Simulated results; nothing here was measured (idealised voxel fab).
process module | voxel air gaps
cross-section cut | 255 nm wide | cells 5 nm
A cross-section is a grid of square cells, given in bands from the top down. A band is one or more rows of cells.
Each band's line starts with the height of the band's top and of its bottom, in nm. Then come its materials from left to right, each with its width in nm. One material with "throughout" fills the band from edge to edge. "air" is empty space.
Height 0 is the level under which the wafer as received is all one material. The lowest band goes on downwards, as in "0 down".
A width such as "30 to 40" changes by the same amount from each row of cells to the next, from the band's top row to its bottom row.
"no change" after a step means that no cell of the cross-section changed.
closed voids: empty space of 8 cells or more with no open way to the top, each as width x height at its distance from the left edge, in nm
after a step's settings: what the simulator itself notes on the step
overlay nm, on a step with a mask: how far to the right of its planned place the mask lay; to the left if negative
plan
1 op RECEIVE | material Si
2 op CONFORMAL_DEP | material SiO2 | thk nm 15
3 op CONFORMAL_DEP | material SiN | thk nm 5
4 op DIRECTIONAL_DEP | material SiO2 | thk nm 35
5 op MASKED_ETCH | tone open | mask id LINES | width nm 15 | pitch nm 45 | etch materials SiO2 | depth nm 35 | overlay nm 0
6 op CONFORMAL_DEP | material TiN | thk nm 5
7 op FILL_DEP | material W | thk nm 10
8 op CMP | height nm 55
9 op EPI | material Ru | thk nm 10
10 op SELECTIVE_ETCH | etch materials SiO2 | depth nm 45
11 op CONFORMAL_DEP | material SiN | thk nm 5
as received, after step 1
  0 down: Si throughout
  closed voids: none
first wafer at the end, as planned
  70 to 65: air 35 | SiN 180 | air 40
  65 to 55: air 35 | SiN 5 | Ru 35 | SiN 10 | Ru 35 | SiN 10 | Ru 35 | SiN 10 | Ru 35 | SiN 5 | air 40
  55 to 50: air 35 | SiN 15 | TiN 5 | W 5 | TiN 5 | SiN 30 | TiN 5 | W 5 | TiN 5 | SiN 30 | TiN 5 | W 5 | TiN 5 | SiN 30 | TiN 5 | W 5 | TiN 5 | SiN 15 | air 40
  50 to 25: air 45 | SiN 5 | TiN 5 | W 5 | TiN 5 | SiN 5 | air 20 | SiN 5 | TiN 5 | W 5 | TiN 5 | SiN 5 | air 20 | SiN 5 | TiN 5 | W 5 | TiN 5 | SiN 5 | air 20 | SiN 5 | TiN 5 | W 5 | TiN 5 | SiN 5 | air 50
  25 to 20: SiN 50 | TiN 15 | SiN 30 | TiN 15 | SiN 30 | TiN 15 | SiN 30 | TiN 15 | SiN 55
  20 to 15: SiN throughout
  15 to 0: SiO2 throughout
  0 down: Si throughout
  closed voids: 20 x 25 at 70; 20 x 25 at 115; 20 x 25 at 160
second wafer at the end: like start, like plan, one mistake
  70 to 65: air 45 | SiN 180 | air 30
  65 to 55: air 45 | SiN 5 | Ru 35 | SiN 10 | Ru 35 | SiN 10 | Ru 35 | SiN 10 | Ru 35 | SiN 5 | air 30
  55 to 50: air 45 | SiN 15 | TiN 5 | W 5 | TiN 5 | SiN 30 | TiN 5 | W 5 | TiN 5 | SiN 30 | TiN 5 | W 5 | TiN 5 | SiN 30 | TiN 5 | W 5 | TiN 5 | SiN 15 | air 30
  50 to 25: air 55 | SiN 5 | TiN 5 | W 5 | TiN 5 | SiN 5 | air 20 | SiN 5 | TiN 5 | W 5 | TiN 5 | SiN 5 | air 20 | SiN 5 | TiN 5 | W 5 | TiN 5 | SiN 5 | air 20 | SiN 5 | TiN 5 | W 5 | TiN 5 | SiN 5 | air 40
  25 to 20: SiN 60 | TiN 15 | SiN 30 | TiN 15 | SiN 30 | TiN 15 | SiN 30 | TiN 15 | SiN 45
  20 to 15: SiN throughout
  15 to 0: SiO2 throughout
  0 down: Si throughout
  closed voids: 20 x 25 at 80; 20 x 25 at 125; 20 x 25 at 170
what went wrong: step 5 ran as: op MASKED_ETCH | tone open | mask id LINES | width nm 15 | pitch nm 45 | etch materials SiO2 | depth nm 35 | overlay nm 10
at the end the second wafer has, in cells: as many of each material as the first, in other places
